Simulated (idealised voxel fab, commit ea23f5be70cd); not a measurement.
process module | voxel transistor to metal
cross-section cut | 180 nm wide | cells 5 nm
A cross-section is a grid of square cells, given in bands from the top down. A band is one or more rows of cells.
Each band's line starts with the height of the band's top and of its bottom, in nm. Then come its materials from left to right, each with its width in nm. One material with "throughout" fills the band from edge to edge. "air" is empty space.
Height 0 is the level under which the wafer as received is all one material. The lowest band goes on downwards, as in "0 down".
A width such as "30 to 40" changes by the same amount from each row of cells to the next, from the band's top row to its bottom row.
"no change" after a step means that no cell of the cross-section changed.
closed voids: empty space of 8 cells or more with no open way to the top, each as width x height at its distance from the left edge, in nm
after a step's settings: what the simulator itself notes on the step
overlay nm, on a step with a mask: how far to the right of its planned place the mask lay; to the left if negative
Each pair below shows a cross-section before one step and the cross-section after it, down to the lowest band that changed. The line under each pair gives the step between them, with its settings. The pairs can come from different runs of this module on the same starting wafer, so a pair continues from the pair above only where its "before" says so.
before
  55 to 45: air 40 | aC 20 | air 60 | aC 20 | air 40
  45 to 25: W throughout
  25 to 20: TiN throughout
  20 to 10: SiO2 30 | TiN 5 | W 10 | TiN 5 | SiO2 60 | TiN 5 to 10 | W 10 to 5 | TiN 5 | SiO2 50
  10 to 5: SiO2 30 | TiN 5 | W 10 | TiN 5 | SiO2 15 | SiN 5 | HfO2 5 | TiN 5 | W 20 | TiN 5 | HfO2 5 | SiN 5 | TiN 5 | W 5 | TiN 5 | SiO2 50
  5 to 0: SiO2 30 | TiN 20 | SiO2 15 | SiN 5 | HfO2 5 | TiN 5 | W 20 | TiN 5 | HfO2 5 | SiN 5 | TiN 5 | W 5 | TiN 5 | SiO2 50
  0 to -5: SiO2 30 | TiN 5 | SiN 5 | TiN 10 | SiO2 15 | SiN 5 | HfO2 5 | TiN 30 | HfO2 5 | SiN 5 | TiN 15 | SiO2 10 | SiN 5 | SiO2 35
  -5 to -10: SiO2 40 | nSi 25 | SiO2 5 | HfO2 40 | SiO2 5 | nSi 25 | SiO2 40
  -10 to -35: SiO2 35 | Si 110 | SiO2 35
  -35 down: Si throughout
  closed voids: none
after
  55 to 45: air 40 | aC 20 | air 60 | aC 20 | air 40
  45 to 25: air 40 | W 20 | air 60 | W 20 | air 40
  below 25: unchanged
  closed voids: none
the step between: op DIRECTIONAL_ETCH | etch materials W | depth nm 20
before: the cross-section after the pair above
after
  55 to 45: air 40 | aC 20 | air 60 | aC 20 | air 40
  45 to 25: air 40 | W 20 | air 60 | W 20 | air 40
  25 to 20: air 40 | TiN 20 | air 60 | TiN 20 | air 40
  below 20: unchanged
  closed voids: none
the step between: op DIRECTIONAL_ETCH | etch materials TiN | depth nm 5
before: the cross-section after the pair above
after
  45 to 25: air 40 | W 20 | air 60 | W 20 | air 40
  below 25: unchanged
  closed voids: none
the step between: op STRIP | etch materials aC
before: the cross-section after the pair above
after
  55 to 45: SiO2 throughout
  45 to 25: SiO2 40 | W 20 | SiO2 60 | W 20 | SiO2 40
  25 to 20: SiO2 40 | TiN 20 | SiO2 60 | TiN 20 | SiO2 40
  below 20: unchanged
  closed voids: none
the step between: op FILL_DEP | material SiO2 | thk nm 10
before: the cross-section after the pair above
after
  45 to 25: SiO2 40 | W 20 | SiO2 60 | W 20 | SiO2 40
  below 25: unchanged
  closed voids: none
the step between: op CMP | height nm 45
before: the cross-section after the pair above
after
  50 to 45: SiCN throughout
  below 45: unchanged
  closed voids: none
the step between: op CONFORMAL_DEP | material SiCN | thk nm 5
before: the cross-section after the pair above
after
  85 to 50: lowk throughout
  below 50: unchanged
  closed voids: none
the step between: op DIRECTIONAL_DEP | material lowk | thk nm 35
before: the cross-section after the pair above
after
  85 to 65: lowk 40 | air 20 | lowk 60 | air 20 | lowk 40
  below 65: unchanged
  closed voids: none
the step between: op MASKED_ETCH | tone open | mask id METAL_2 | width nm 20 | pitch nm 80 | etch materials lowk | depth nm 20 | overlay nm 0
before: the cross-section after the pair above
after
  105 to 85: resist 40 | air 15 | resist 65 | air 15 | resist 45
  85 to 65: lowk 40 | air 15 | resist 5 | lowk 60 | air 15 | resist 5 | lowk 40
  below 65: unchanged
  closed voids: none
the step between: op PATTERN | tone open | mask id METAL_2_HOLES | material resist | width nm 15 | pitch nm 80 | thk nm 20 | overlay nm 0
before: the cross-section after the pair above
after
  105 to 85: resist 40 | air 15 | resist 65 | air 15 | resist 45
  85 to 65: lowk 40 | air 15 | resist 5 | lowk 60 | air 15 | resist 5 | lowk 40
  65 to 50: lowk 40 | air 15 | lowk 65 | air 15 | lowk 45
  below 50: unchanged
  closed voids: none
the step between: op DIRECTIONAL_ETCH | etch materials lowk | depth nm 15
before: the cross-section after the pair above
after
  105 to 85: resist 40 | air 15 | resist 65 | air 15 | resist 45
  85 to 65: lowk 40 | air 15 | resist 5 | lowk 60 | air 15 | resist 5 | lowk 40
  65 to 50: lowk 40 | air 15 | lowk 65 | air 15 | lowk 45
  50 to 45: SiCN 40 | air 15 | SiCN 65 | air 15 | SiCN 45
  below 45: unchanged
  closed voids: none
the step between: op DIRECTIONAL_ETCH | etch materials SiCN | depth nm 5
before: the cross-section after the pair above
after
  85 to 65: lowk 40 | air 20 | lowk 60 | air 20 | lowk 40
  below 65: unchanged
  closed voids: none
the step between: op STRIP | etch materials resist
before: the cross-section after the pair above
after
  90 to 85: TiN 45 | air 10 | TiN 70 | air 10 | TiN 45
  85 to 70: lowk 40 | TiN 5 | air 10 | TiN 5 | lowk 60 | TiN 5 | air 10 | TiN 5 | lowk 40
  70 to 65: lowk 40 | TiN 5 | air 5 | TiN 10 | lowk 60 | TiN 5 | air 5 | TiN 10 | lowk 40
  65 to 50: lowk 40 | TiN 5 | air 5 | TiN 5 | lowk 65 | TiN 5 | air 5 | TiN 5 | lowk 45
  50 to 45: SiCN 40 | TiN 15 | SiCN 65 | TiN 15 | SiCN 45
  below 45: unchanged
  closed voids: none
the step between: op CONFORMAL_DEP | material TiN | thk nm 5
before: the cross-section after the pair above
after
  95 to 90: Cu throughout
  90 to 85: TiN 45 | Cu 10 | TiN 70 | Cu 10 | TiN 45
  85 to 70: lowk 40 | TiN 5 | Cu 10 | TiN 5 | lowk 60 | TiN 5 | Cu 10 | TiN 5 | lowk 40
  70 to 65: lowk 40 | TiN 5 | Cu 5 | TiN 10 | lowk 60 | TiN 5 | Cu 5 | TiN 10 | lowk 40
  65 to 50: lowk 40 | TiN 5 | Cu 5 | TiN 5 | lowk 65 | TiN 5 | Cu 5 | TiN 5 | lowk 45
  below 50: unchanged
  closed voids: none
the step between: op FILL_DEP | material Cu | thk nm 5
before: the cross-section after the pair above
after
  85 to 70: lowk 40 | TiN 5 | Cu 10 | TiN 5 | lowk 60 | TiN 5 | Cu 10 | TiN 5 | lowk 40
  below 70: unchanged
  closed voids: none
the step between: op CMP | height nm 85
before: the cross-section after the pair above
after
  90 to 85: SiCN throughout
  below 85: unchanged
  closed voids: none
the step between: op CONFORMAL_DEP | material SiCN | thk nm 5
before
  90 to 85: TiN 45 | air 10 | TiN 70 | air 10 | TiN 45
  85 to 70: lowk 40 | TiN 5 | air 10 | TiN 5 | lowk 60 | TiN 5 | air 10 | TiN 5 | lowk 40
  70 to 65: lowk 40 | TiN 5 | air 5 | TiN 10 | lowk 60 | TiN 5 | air 5 | TiN 10 | lowk 40
  65 to 50: lowk 40 | TiN 5 | air 5 | TiN 5 | lowk 65 | TiN 5 | air 5 | TiN 5 | lowk 45
  50 to 45: SiCN 40 | TiN 15 | SiCN 65 | TiN 15 | SiCN 45
  45 to 25: SiO2 40 | W 20 | SiO2 60 | W 20 | SiO2 40
  25 to 20: SiO2 40 | TiN 20 | SiO2 60 | TiN 20 | SiO2 40
  20 to 10: SiO2 40 | TiN 5 | W 10 | TiN 5 | SiO2 60 | TiN 5 | W 10 | TiN 5 | SiO2 40
  10 to 0: SiO2 40 | TiN 5 | W 10 | TiN 5 | SiO2 5 | SiN 5 | HfO2 5 | TiN 5 | W 20 | TiN 5 | HfO2 5 | SiN 5 | SiO2 5 | TiN 5 | W 10 | TiN 5 | SiO2 40
  0 to -5: SiO2 35 | SiN 5 | TiN 20 | SiO2 5 | SiN 5 | HfO2 5 | TiN 30 | HfO2 5 | SiN 5 | SiO2 5 | TiN 20 | SiN 5 | SiO2 35
  -5 to -10: SiO2 40 | nSi 25 | SiO2 5 | HfO2 40 | SiO2 5 | nSi 25 | SiO2 40
  -10 to -35: SiO2 35 | Si 110 | SiO2 35
  -35 down: Si throughout
  closed voids: none
after
  95 to 90: HfO2 throughout
  90 to 85: TiN 45 | HfO2 10 | TiN 70 | HfO2 10 | TiN 45
  85 to 70: lowk 40 | TiN 5 | HfO2 10 | TiN 5 | lowk 60 | TiN 5 | HfO2 10 | TiN 5 | lowk 40
  70 to 65: lowk 40 | TiN 5 | HfO2 5 | TiN 10 | lowk 60 | TiN 5 | HfO2 5 | TiN 10 | lowk 40
  65 to 50: lowk 40 | TiN 5 | HfO2 5 | TiN 5 | lowk 65 | TiN 5 | HfO2 5 | TiN 5 | lowk 45
  below 50: unchanged
  closed voids: none
the step between: op FILL_DEP | material HfO2 | thk nm 5
before: the cross-section after the pair above
after
  85 to 70: lowk 40 | TiN 5 | HfO2 10 | TiN 5 | lowk 60 | TiN 5 | HfO2 10 | TiN 5 | lowk 40
  below 70: unchanged
  closed voids: none
the step between: op CMP | height nm 85
before: the cross-section after the pair above
after
  90 to 85: SiCN throughout
  below 85: unchanged
  closed voids: none
the step between: op CONFORMAL_DEP | material SiCN | thk nm 5
before
  35 to 30: SiCN 30 | air 120 | SiCN 30
  30 to 20: SiCN throughout
  20 to 15: polySi 30 | SiCN 120 | polySi 30
  15 to 0: polySi throughout
  0 to -5: SiO2 30 | polySi 120 | SiO2 30
  -5 to -10: SiO2 throughout
  -10 to -35: SiO2 35 | Si 110 | SiO2 35
  -35 down: Si throughout
  closed voids: none
after
  50 to 35: resist 75 | air 30 | resist 75
  35 to 30: SiCN 30 | resist 45 | air 30 | resist 45 | SiCN 30
  below 30: unchanged
  closed voids: none
the step between: op PATTERN | tone open | mask id GATE | material resist | width nm 30 | thk nm 15 | overlay nm 0
before: the cross-section after the pair above
after
  50 to 35: resist 75 | air 30 | resist 75
  35 to 30: SiCN 30 | resist 45 | air 30 | resist 45 | SiCN 30
  30 to 20: SiCN 75 | air 30 | SiCN 75
  20 to 15: polySi 30 | SiCN 45 | air 30 | SiCN 45 | polySi 30
  below 15: unchanged
  closed voids: none
the step between: op DIRECTIONAL_ETCH | etch materials SiCN | depth nm 25
before: the cross-section after the pair above
after
  50 to 35: resist 75 | air 30 | resist 75
  35 to 30: SiCN 30 | resist 45 | air 30 | resist 45 | SiCN 30
  30 to 20: SiCN 75 | air 30 | SiCN 75
  20 to 15: polySi 30 | SiCN 45 | air 30 | SiCN 45 | polySi 30
  15 to 0: polySi 75 | air 30 | polySi 75
  0 to -5: SiO2 30 | polySi 45 | air 30 | polySi 45 | SiO2 30
  below -5: unchanged
  closed voids: none
the step between: op DIRECTIONAL_ETCH | etch materials polySi | depth nm 30
before: the cross-section after the pair above
after
  35 to 30: SiCN 30 | air 120 | SiCN 30
  below 30: unchanged
  closed voids: none
the step between: op STRIP | etch materials resist
before: the cross-section after the pair above
after
  40 to 35: SiO2 35 | air 110 | SiO2 35
  35 to 30: SiCN 30 | SiO2 50 | air 20 | SiO2 50 | SiCN 30
  30 to 20: SiCN 75 | SiO2 5 | air 20 | SiO2 5 | SiCN 75
  20 to 15: polySi 30 | SiCN 45 | SiO2 5 | air 20 | SiO2 5 | SiCN 45 | polySi 30
  15 to 0: polySi 75 | SiO2 5 | air 20 | SiO2 5 | polySi 75
  0 to -5: SiO2 30 | polySi 45 | SiO2 30 | polySi 45 | SiO2 30
  below -5: unchanged
  closed voids: none
the step between: op CONFORMAL_DEP | material SiO2 | thk nm 5
before: the cross-section after the pair above
after
  35 to 30: SiCN 30 | SiO2 5 | air 110 | SiO2 5 | SiCN 30
  30 to 20: SiCN 75 | SiO2 5 | air 20 | SiO2 5 | SiCN 75
  20 to 15: polySi 30 | SiCN 45 | SiO2 5 | air 20 | SiO2 5 | SiCN 45 | polySi 30
  15 to 0: polySi 75 | SiO2 5 | air 20 | SiO2 5 | polySi 75
  0 to -5: SiO2 30 | polySi 45 | SiO2 5 | air 20 | SiO2 5 | polySi 45 | SiO2 30
  below -5: unchanged
  closed voids: none
the step between: op DIRECTIONAL_ETCH | etch materials SiO2 | depth nm 5
before: the cross-section after the pair above
after
  40 to 35: SiN 40 | air 100 | SiN 40
  35 to 30: SiCN 30 | SiO2 5 | SiN 50 | air 10 | SiN 50 | SiO2 5 | SiCN 30
  30 to 20: SiCN 75 | SiO2 5 | SiN 5 | air 10 | SiN 5 | SiO2 5 | SiCN 75
  20 to 15: polySi 30 | SiCN 45 | SiO2 5 | SiN 5 | air 10 | SiN 5 | SiO2 5 | SiCN 45 | polySi 30
  15 to 0: polySi 75 | SiO2 5 | SiN 5 | air 10 | SiN 5 | SiO2 5 | polySi 75
  0 to -5: SiO2 30 | polySi 45 | SiO2 5 | SiN 20 | SiO2 5 | polySi 45 | SiO2 30
  below -5: unchanged
  closed voids: none
the step between: op CONFORMAL_DEP | material SiN | thk nm 5
before: the cross-section after the pair above
after
  35 to 30: SiCN 30 | SiO2 5 | SiN 5 | air 100 | SiN 5 | SiO2 5 | SiCN 30
  30 to 20: SiCN 75 | SiO2 5 | SiN 5 | air 10 | SiN 5 | SiO2 5 | SiCN 75
  20 to 15: polySi 30 | SiCN 45 | SiO2 5 | SiN 5 | air 10 | SiN 5 | SiO2 5 | SiCN 45 | polySi 30
  15 to 0: polySi 75 | SiO2 5 | SiN 5 | air 10 | SiN 5 | SiO2 5 | polySi 75
  0 to -5: SiO2 30 | polySi 45 | SiO2 5 | SiN 5 | air 10 | SiN 5 | SiO2 5 | polySi 45 | SiO2 30
  below -5: unchanged
  closed voids: none
the step between: op DIRECTIONAL_ETCH | etch materials SiN | depth nm 5
before: the cross-section after the pair above
after
  35 to 25: SiCN 30 to 75 | air 5 | SiN 5 | air 100 to 10 | SiN 5 | air 5 | SiCN 30 to 75
  25 to 20: SiCN 75 | SiO2 5 | SiN 5 | air 10 | SiN 5 | SiO2 5 | SiCN 75
  20 to 15: polySi 30 | SiCN 45 | SiO2 5 | SiN 5 | air 10 | SiN 5 | SiO2 5 | SiCN 45 | polySi 30
  15 to 0: polySi 75 | SiO2 5 | SiN 5 | air 10 | SiN 5 | SiO2 5 | polySi 75
  0 to -5: SiO2 30 | polySi 45 | SiO2 5 | SiN 5 | air 10 | SiN 5 | SiO2 5 | polySi 45 | SiO2 30
  -5 to -10: SiO2 85 | air 10 | SiO2 85
  below -10: unchanged
  closed voids: none
the step between: op DIRECTIONAL_ETCH | etch materials SiO2 | depth nm 5
before: the cross-section after the pair above
after
  35 to 25: SiCN 30 to 75 | air 5 | SiN 5 | air 100 to 10 | SiN 5 | air 5 | SiCN 30 to 75
  25 to 20: SiCN 75 | SiO2 5 | SiN 5 | air 10 | SiN 5 | SiO2 5 | SiCN 75
  20 to 15: polySi 30 | SiCN 45 | SiO2 5 | SiN 5 | air 10 | SiN 5 | SiO2 5 | SiCN 45 | polySi 30
  15 to 0: polySi 75 | SiO2 5 | SiN 5 | air 10 | SiN 5 | SiO2 5 | polySi 75
  0 to -5: SiO2 30 | polySi 45 | SiO2 5 | SiN 5 | air 10 | SiN 5 | SiO2 5 | polySi 45 | SiO2 30
  -5 to -10: SiO2 85 | nSi 10 | SiO2 85
  below -10: unchanged
  closed voids: none
the step between: op EPI | material nSi | thk nm 5
before: the cross-section after the pair above
after
  45 to 35: SiO2 throughout
  35 to 30: SiCN 30 | SiO2 5 | SiN 5 | SiO2 100 | SiN 5 | SiO2 5 | SiCN 30
  30 to 20: SiCN 75 | SiO2 5 | SiN 5 | SiO2 10 | SiN 5 | SiO2 5 | SiCN 75
  20 to 15: polySi 30 | SiCN 45 | SiO2 5 | SiN 5 | SiO2 10 | SiN 5 | SiO2 5 | SiCN 45 | polySi 30
  15 to 0: polySi 75 | SiO2 5 | SiN 5 | SiO2 10 | SiN 5 | SiO2 5 | polySi 75
  0 to -5: SiO2 30 | polySi 45 | SiO2 5 | SiN 5 | SiO2 10 | SiN 5 | SiO2 5 | polySi 45 | SiO2 30
  below -5: unchanged
  closed voids: none
the step between: op FILL_DEP | material SiO2 | thk nm 10
before: the cross-section after the pair above
after
  15 to 0: polySi 75 | SiO2 5 | SiN 5 | SiO2 10 | SiN 5 | SiO2 5 | polySi 75
  below 0: unchanged
  closed voids: none
the step between: op CMP | height nm 15
before: the cross-section after the pair above
after
  15 to 0: air 75 | SiO2 5 | SiN 5 | SiO2 10 | SiN 5 | SiO2 5 | air 75
  0 to -5: SiO2 30 | air 45 | SiO2 5 | SiN 5 | SiO2 10 | SiN 5 | SiO2 5 | air 45 | SiO2 30
  below -5: unchanged
  closed voids: none
the step between: op STRIP | etch materials polySi
before: the cross-section after the pair above
after
  15 to 10: air 80 | SiN 5 | air 10 | SiN 5 | air 80
  10 to -5: air 80 | SiN 5 | SiO2 10 | SiN 5 | air 80
  -5 to -10: SiO2 25 | air 55 | SiO2 5 | nSi 10 | SiO2 5 | air 55 | SiO2 25
  below -10: unchanged
  closed voids: none
the step between: op SELECTIVE_ETCH | etch materials SiO2 | depth nm 5
before: the cross-section after the pair above
after
  20 to 15: air 75 | HfO2 30 | air 75
  15 to 10: air 75 | HfO2 5 | SiN 5 | HfO2 10 | SiN 5 | HfO2 5 | air 75
  10 to 0: air 75 | HfO2 5 | SiN 5 | SiO2 10 | SiN 5 | HfO2 5 | air 75
  0 to -5: HfO2 30 | air 45 | HfO2 5 | SiN 5 | SiO2 10 | SiN 5 | HfO2 5 | air 45 | HfO2 30
  -5 to -10: SiO2 25 | HfO2 55 | SiO2 5 | nSi 10 | SiO2 5 | HfO2 55 | SiO2 25
  below -10: unchanged
  closed voids: none
the step between: op CONFORMAL_DEP | material HfO2 | thk nm 5
before: the cross-section after the pair above
after
  25 to 20: air 70 | TiN 40 | air 70
  20 to 15: air 70 | TiN 5 | HfO2 30 | TiN 5 | air 70
  15 to 10: air 70 | TiN 5 | HfO2 5 | SiN 5 | HfO2 10 | SiN 5 | HfO2 5 | TiN 5 | air 70
  10 to 5: air 70 | TiN 5 | HfO2 5 | SiN 5 | SiO2 10 | SiN 5 | HfO2 5 | TiN 5 | air 70
  5 to 0: TiN 35 | air 35 | TiN 5 | HfO2 5 | SiN 5 | SiO2 10 | SiN 5 | HfO2 5 | TiN 5 | air 35 | TiN 35
  0 to -5: HfO2 30 | TiN 45 | HfO2 5 | SiN 5 | SiO2 10 | SiN 5 | HfO2 5 | TiN 45 | HfO2 30
  below -5: unchanged
  closed voids: none
the step between: op CONFORMAL_DEP | material TiN | thk nm 5
before: the cross-section after the pair above
after
  35 to 25: W throughout
  25 to 20: W 70 | TiN 40 | W 70
  20 to 15: W 70 | TiN 5 | HfO2 30 | TiN 5 | W 70
  15 to 10: W 70 | TiN 5 | HfO2 5 | SiN 5 | HfO2 10 | SiN 5 | HfO2 5 | TiN 5 | W 70
  10 to 5: W 70 | TiN 5 | HfO2 5 | SiN 5 | SiO2 10 | SiN 5 | HfO2 5 | TiN 5 | W 70
  5 to 0: TiN 35 | W 35 | TiN 5 | HfO2 5 | SiN 5 | SiO2 10 | SiN 5 | HfO2 5 | TiN 5 | W 35 | TiN 35
  below 0: unchanged
  closed voids: none
the step between: op FILL_DEP | material W | thk nm 10
before: the cross-section after the pair above
after
  10 to 5: W 70 | TiN 5 | HfO2 5 | SiN 5 | SiO2 10 | SiN 5 | HfO2 5 | TiN 5 | W 70
  below 5: unchanged
  closed voids: none
the step between: op CMP | height nm 10
before: the cross-section after the pair above
after
  20 to 10: SiO2 throughout
  below 10: unchanged
  closed voids: none
the step between: op DIRECTIONAL_DEP | material SiO2 | thk nm 10
before: the cross-section after the pair above
after
  35 to 20: resist 40 | air 20 | resist 60 | air 20 | resist 40
  below 20: unchanged
  closed voids: none
the step between: op PATTERN | tone open | mask id CONTACT | material resist | width nm 20 | pitch nm 80 | thk nm 15 | overlay nm 0
before: the cross-section after the pair above
after
  35 to 20: resist 40 | air 20 | resist 60 | air 20 | resist 40
  20 to 10: SiO2 40 | air 20 | SiO2 60 | air 20 | SiO2 40
  below 10: unchanged
  closed voids: none
the step between: op DIRECTIONAL_ETCH | etch materials SiO2 | depth nm 25
before: the cross-section after the pair above
after
  20 to 10: SiO2 40 | air 20 | SiO2 60 | air 20 | SiO2 40
  below 10: unchanged
  closed voids: none
the step between: op STRIP | etch materials resist
before: the cross-section after the pair above
after
  25 to 20: TiN 45 | air 10 | TiN 70 | air 10 | TiN 45
  20 to 15: SiO2 40 | TiN 5 | air 10 | TiN 5 | SiO2 60 | TiN 5 | air 10 | TiN 5 | SiO2 40
  15 to 10: SiO2 40 | TiN 20 | SiO2 60 | TiN 20 | SiO2 40
  below 10: unchanged
  closed voids: none
the step between: op CONFORMAL_DEP | material TiN | thk nm 5
before: the cross-section after the pair above
after
  35 to 25: W throughout
  25 to 20: TiN 45 | W 10 | TiN 70 | W 10 | TiN 45
  20 to 15: SiO2 40 | TiN 5 | W 10 | TiN 5 | SiO2 60 | TiN 5 | W 10 | TiN 5 | SiO2 40
  below 15: unchanged
  closed voids: none
the step between: op FILL_DEP | material W | thk nm 10
before: the cross-section after the pair above
after
  20 to 15: SiO2 40 | TiN 5 | W 10 | TiN 5 | SiO2 60 | TiN 5 | W 10 | TiN 5 | SiO2 40
  below 15: unchanged
  closed voids: none
the step between: op CMP | height nm 20
before: the cross-section after the pair above
after
  25 to 20: TiN throughout
  below 20: unchanged
  closed voids: none
the step between: op DIRECTIONAL_DEP | material TiN | thk nm 5
before: the cross-section after the pair above
after
  45 to 25: W throughout
  below 25: unchanged
  closed voids: none
the step between: op DIRECTIONAL_DEP | material W | thk nm 20
before: the cross-section after the pair above
after
  55 to 45: aC throughout
  below 45: unchanged
  closed voids: none
the step between: op DIRECTIONAL_DEP | material aC | thk nm 10
before: the cross-section after the pair above
after
  80 to 55: air 40 | resist 20 | air 60 | resist 20 | air 40
  below 55: unchanged
  closed voids: none
the step between: op PATTERN | tone cover | mask id METAL_1 | material resist | width nm 20 | pitch nm 80 | thk nm 25 | overlay nm 0
before: the cross-section after the pair above
after
  70 to 55: air 40 | resist 20 | air 60 | resist 20 | air 40
  55 to 45: air 40 | aC 20 | air 60 | aC 20 | air 40
  below 45: unchanged
  closed voids: none
the step between: op DIRECTIONAL_ETCH | etch materials aC | depth nm 10
before: the cross-section after the pair above
after
  55 to 45: air 40 | aC 20 | air 60 | aC 20 | air 40
  below 45: unchanged
  closed voids: none
the step between: op STRIP | etch materials resist
before: the cross-section after the pair above
after
  55 to 45: air 40 | aC 20 | air 60 | aC 20 | air 40
  45 to 25: air 40 | W 20 | air 60 | W 20 | air 40
  below 25: unchanged
  closed voids: none
the step between: op DIRECTIONAL_ETCH | etch materials W | depth nm 20
before: the cross-section after the pair above
after
  55 to 45: air 40 | aC 20 | air 60 | aC 20 | air 40
  45 to 25: air 40 | W 20 | air 60 | W 20 | air 40
  25 to 20: air 40 | TiN 20 | air 60 | TiN 20 | air 40
  below 20: unchanged
  closed voids: none
the step between: op DIRECTIONAL_ETCH | etch materials TiN | depth nm 5
before: the cross-section after the pair above
after
  45 to 25: air 40 | W 20 | air 60 | W 20 | air 40
  below 25: unchanged
  closed voids: none
the step between: op STRIP | etch materials aC
before: the cross-section after the pair above
after
  55 to 45: SiO2 throughout
  45 to 25: SiO2 40 | W 20 | SiO2 60 | W 20 | SiO2 40
  25 to 20: SiO2 40 | TiN 20 | SiO2 60 | TiN 20 | SiO2 40
  below 20: unchanged
  closed voids: none
the step between: op FILL_DEP | material SiO2 | thk nm 10
before: the cross-section after the pair above
after
  45 to 25: SiO2 40 | W 20 | SiO2 60 | W 20 | SiO2 40
  below 25: unchanged
  closed voids: none
the step between: op CMP | height nm 45
before: the cross-section after the pair above
after
  50 to 45: SiCN throughout
  below 45: unchanged
  closed voids: none
the step between: op CONFORMAL_DEP | material SiCN | thk nm 5
before: the cross-section after the pair above
after
  85 to 50: lowk throughout
  below 50: unchanged
  closed voids: none
the step between: op DIRECTIONAL_DEP | material lowk | thk nm 35
before: the cross-section after the pair above
after
  85 to 65: lowk 40 | air 20 | lowk 60 | air 20 | lowk 40
  below 65: unchanged
  closed voids: none
the step between: op MASKED_ETCH | tone open | mask id METAL_2 | width nm 20 | pitch nm 80 | etch materials lowk | depth nm 20 | overlay nm 0
before: the cross-section after the pair above
after
  105 to 85: resist 40 | air 15 | resist 65 | air 15 | resist 45
  85 to 65: lowk 40 | air 15 | resist 5 | lowk 60 | air 15 | resist 5 | lowk 40
  below 65: unchanged
  closed voids: none
the step between: op PATTERN | tone open | mask id METAL_2_HOLES | material resist | width nm 15 | pitch nm 80 | thk nm 20 | overlay nm 0
before: the cross-section after the pair above
after
  105 to 85: resist 40 | air 15 | resist 65 | air 15 | resist 45
  85 to 65: lowk 40 | air 15 | resist 5 | lowk 60 | air 15 | resist 5 | lowk 40
  65 to 50: lowk 40 | air 15 | lowk 65 | air 15 | lowk 45
  below 50: unchanged
  closed voids: none
the step between: op DIRECTIONAL_ETCH | etch materials lowk | depth nm 15
before: the cross-section after the pair above
after
  105 to 85: resist 40 | air 15 | resist 65 | air 15 | resist 45
  85 to 65: lowk 40 | air 15 | resist 5 | lowk 60 | air 15 | resist 5 | lowk 40
  65 to 50: lowk 40 | air 15 | lowk 65 | air 15 | lowk 45
  50 to 45: SiCN 40 | air 15 | SiCN 65 | air 15 | SiCN 45
  below 45: unchanged
  closed voids: none
the step between: op DIRECTIONAL_ETCH | etch materials SiCN | depth nm 5
before: the cross-section after the pair above
after
  85 to 65: lowk 40 | air 20 | lowk 60 | air 20 | lowk 40
  below 65: unchanged
  closed voids: none
the step between: op STRIP | etch materials resist
before: the cross-section after the pair above
after
  90 to 85: TiN 45 | air 10 | TiN 70 | air 10 | TiN 45
  85 to 70: lowk 40 | TiN 5 | air 10 | TiN 5 | lowk 60 | TiN 5 | air 10 | TiN 5 | lowk 40
  70 to 65: lowk 40 | TiN 5 | air 5 | TiN 10 | lowk 60 | TiN 5 | air 5 | TiN 10 | lowk 40
  65 to 50: lowk 40 | TiN 5 | air 5 | TiN 5 | lowk 65 | TiN 5 | air 5 | TiN 5 | lowk 45
  50 to 45: SiCN 40 | TiN 15 | SiCN 65 | TiN 15 | SiCN 45
  below 45: unchanged
  closed voids: none
the step between: op CONFORMAL_DEP | material TiN | thk nm 5
before: the cross-section after the pair above
after
  95 to 90: Cu throughout
  90 to 85: TiN 45 | Cu 10 | TiN 70 | Cu 10 | TiN 45
  85 to 70: lowk 40 | TiN 5 | Cu 10 | TiN 5 | lowk 60 | TiN 5 | Cu 10 | TiN 5 | lowk 40
  70 to 65: lowk 40 | TiN 5 | Cu 5 | TiN 10 | lowk 60 | TiN 5 | Cu 5 | TiN 10 | lowk 40
  65 to 50: lowk 40 | TiN 5 | Cu 5 | TiN 5 | lowk 65 | TiN 5 | Cu 5 | TiN 5 | lowk 45
  below 50: unchanged
  closed voids: none
the step between: op FILL_DEP | material Cu | thk nm 5
before: the cross-section after the pair above
after
  85 to 70: lowk 40 | TiN 5 | Cu 10 | TiN 5 | lowk 60 | TiN 5 | Cu 10 | TiN 5 | lowk 40
  below 70: unchanged
  closed voids: none
the step between: op CMP | height nm 85
before: the cross-section after the pair above
after
  90 to 85: SiCN throughout
  below 85: unchanged
  closed voids: none
the step between: op CONFORMAL_DEP | material SiCN | thk nm 5
